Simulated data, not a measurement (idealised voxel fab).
A process module follows: voxel released beams.
Xsec cut, 180 nm wide, square cell size 5 nm.
Think of the cross-section as a grid of square cells. We describe it in bands, top to bottom, and each band covers one or more rows of those cells. For a band, the entry starts with two heights in nm, that of the top and then that of the bottom, and carries on with the band's materials in order from left to right, each alongside its width in nm; the word "throughout" beside a single material means it fills the band edge to edge, and "air" means empty space. The reference from which all heights are counted is 0, the level beneath which the as-received wafer is entirely one material; the lowest band, having no lower bound, proceeds downward and is written after the example "0 -> down". It should be noted that a width expressed as "30->40" varies in equal increments from row to row of cells within the band, taking the value of the first number at the top row and that of the second number at the bottom row. "identical to before" -> step changed no cross-section cell. In "Cavities, closed" the enclosed voids are listed, meaning empty spaces of 8 cells or larger without any opening to the top. The form is width x height at distance, distance from the left edge, units nm. Whatever follows a step's settings on its line is a remark the simulator itself makes about that step. overlay nm: mask right of planned place by this much (step with mask). Neg. = left.

Steps in the process plan:
1. RECEIVE (material Si)
2. CONFORMAL_DEP (material Al2O3; thk nm 5)
3. DIRECTIONAL_DEP (material SiO2; thk nm 20)
4. PATTERN (tone open; mask id ANCHOR; material resist; width nm 40; thk nm 20; overlay nm 0)
5. DIRECTIONAL_ETCH (etch materials SiO2; depth nm 20)
6. STRIP (etch materials resist)
7. CONFORMAL_DEP (material polySi; thk nm 15)
8. DIRECTIONAL_DEP (material aC; thk nm 10)
9. PATTERN (tone cover; mask id BEAM; material resist; width nm 120; thk nm 25; overlay nm 0)
10. DIRECTIONAL_ETCH (etch materials aC; depth nm 10)
11. STRIP (etch materials resist)
12. DIRECTIONAL_ETCH (etch materials polySi; depth nm 15)
13. STRIP (etch materials aC)
14. STRIP (etch materials SiO2)

The first wafer of two, processed as planned:

Wafer at receipt (post step 1), cross-section:
> 0 -> down: Si throughout
> Cavities, closed: none

So this is the wafer cross-section right after step 2:
> 5 -> 0: Al2O3 throughout
> Under 0: no change, same as before.

So this is the wafer cross-section right after step 3:
> 25 -> 5: SiO2 throughout
> Under 5: no change, same as before.

So this is the wafer cross-section right after step 4:
> 45 -> 25: 30 resist | 40 air | 110 resist
> Under 25: no change, same as before.

So this is the wafer cross-section right after step 5:
> 45 -> 25: 30 resist | 40 air | 110 resist
> 25 -> 5: 30 SiO2 | 40 air | 110 SiO2
> Under 5: no change, same as before.

So this is the wafer cross-section right after step 6:
> 25 -> 5: 30 SiO2 | 40 air | 110 SiO2
> Under 5: no change, same as before.

So this is the wafer cross-section right after step 7:
> 40 -> 25: 45 polySi | 10 air | 125 polySi
> 25 -> 20: 30 SiO2 | 15 polySi | 10 air | 15 polySi | 110 SiO2
> 20 -> 5: 30 SiO2 | 40 polySi | 110 SiO2
> Under 5: no change, same as before.

So this is the wafer cross-section right after step 8:
> 50 -> 40: 45 aC | 10 air | 125 aC
> 40 -> 30: 45 polySi | 10 air | 125 polySi
> 30 -> 25: 45 polySi | 10 aC | 125 polySi
> 25 -> 20: 30 SiO2 | 15 polySi | 10 aC | 15 polySi | 110 SiO2
> Under 20: no change, same as before.

So this is the wafer cross-section right after step 9:
> 75 -> 50: 25 air | 120 resist | 35 air
> 50 -> 40: 45 aC | 10 resist | 125 aC
> 40 -> 30: 45 polySi | 10 resist | 125 polySi
> Under 30: no change, same as before.

So this is the wafer cross-section right after step 10:
> 65 -> 50: 25 air | 120 resist | 35 air
> 50 -> 40: 25 air | 20 aC | 10 resist | 90 aC | 35 air
> Under 40: no change, same as before.

So this is the wafer cross-section right after step 11:
> 50 -> 40: 25 air | 20 aC | 10 air | 90 aC | 35 air
> 40 -> 30: 45 polySi | 10 air | 125 polySi
> Under 30: no change, same as before.

So this is the wafer cross-section right after step 12:
> 50 -> 40: 25 air | 20 aC | 10 air | 90 aC | 35 air
> 40 -> 30: 25 air | 20 polySi | 10 air | 90 polySi | 35 air
> 30 -> 25: 25 air | 20 polySi | 10 aC | 90 polySi | 35 air
> Under 25: no change, same as before.

So this is the wafer cross-section right after step 13:
> 40 -> 25: 25 air | 20 polySi | 10 air | 90 polySi | 35 air
> 25 -> 20: 30 SiO2 | 15 polySi | 10 air | 15 polySi | 110 SiO2
> Under 20: no change, same as before.

So this is the wafer cross-section right after step 14:
> 40 -> 25: 25 air | 20 polySi | 10 air | 90 polySi | 35 air
> 25 -> 20: 30 air | 15 polySi | 10 air | 15 polySi | 110 air
> 20 -> 5: 30 air | 40 polySi | 110 air
> Under 5: no change, same as before.

Here the second wafer is described. Its start and its plan were those of the first wafer. Its run contained one mistake. Up to and including step 1, it did exactly what the first wafer did:

Second wafer: cross-section at the scheduled end of step 2: identical to before

Second wafer: cross-section at the scheduled end of step 3:
> 20 -> 0: SiO2 throughout
> Under 0: no change, same as before.

Second wafer: cross-section at the scheduled end of step 4:
> 40 -> 20: 30 resist | 40 air | 110 resist
> Under 20: no change, same as before.

Second wafer: cross-section at the scheduled end of step 5:
> 40 -> 20: 30 resist | 40 air | 110 resist
> 20 -> 0: 30 SiO2 | 40 air | 110 SiO2
> Under 0: no change, same as before.

Second wafer: cross-section at the scheduled end of step 6:
> 20 -> 0: 30 SiO2 | 40 air | 110 SiO2
> Under 0: no change, same as before.

Second wafer: cross-section at the scheduled end of step 7:
> 35 -> 20: 45 polySi | 10 air | 125 polySi
> 20 -> 15: 30 SiO2 | 15 polySi | 10 air | 15 polySi | 110 SiO2
> 15 -> 0: 30 SiO2 | 40 polySi | 110 SiO2
> Under 0: no change, same as before.

Second wafer: cross-section at the scheduled end of step 8:
> 45 -> 35: 45 aC | 10 air | 125 aC
> 35 -> 25: 45 polySi | 10 air | 125 polySi
> 25 -> 20: 45 polySi | 10 aC | 125 polySi
> 20 -> 15: 30 SiO2 | 15 polySi | 10 aC | 15 polySi | 110 SiO2
> Under 15: no change, same as before.

Second wafer: cross-section at the scheduled end of step 9:
> 70 -> 45: 25 air | 120 resist | 35 air
> 45 -> 35: 45 aC | 10 resist | 125 aC
> 35 -> 25: 45 polySi | 10 resist | 125 polySi
> Under 25: no change, same as before.

Second wafer: cross-section at the scheduled end of step 10:
> 60 -> 45: 25 air | 120 resist | 35 air
> 45 -> 35: 25 air | 20 aC | 10 resist | 90 aC | 35 air
> Under 35: no change, same as before.

Second wafer: cross-section at the scheduled end of step 11:
> 45 -> 35: 25 air | 20 aC | 10 air | 90 aC | 35 air
> 35 -> 25: 45 polySi | 10 air | 125 polySi
> Under 25: no change, same as before.

Second wafer: cross-section at the scheduled end of step 12:
> 45 -> 35: 25 air | 20 aC | 10 air | 90 aC | 35 air
> 35 -> 25: 25 air | 20 polySi | 10 air | 90 polySi | 35 air
> 25 -> 20: 25 air | 20 polySi | 10 aC | 90 polySi | 35 air
> Under 20: no change, same as before.

Second wafer: cross-section at the scheduled end of step 13:
> 35 -> 20: 25 air | 20 polySi | 10 air | 90 polySi | 35 air
> 20 -> 15: 30 SiO2 | 15 polySi | 10 air | 15 polySi | 110 SiO2
> Under 15: no change, same as before.

Second wafer: cross-section at the scheduled end of step 14:
> 35 -> 20: 25 air | 20 polySi | 10 air | 90 polySi | 35 air
> 20 -> 15: 30 air | 15 polySi | 10 air | 15 polySi | 110 air
> 15 -> 0: 30 air | 40 polySi | 110 air
> Under 0: no change, same as before.
Diagnosis: step 2 of the plan was excluded from execution and never run
The second wafer ends with more or fewer cells of some materials than the first, per final count: -36 Al2O3
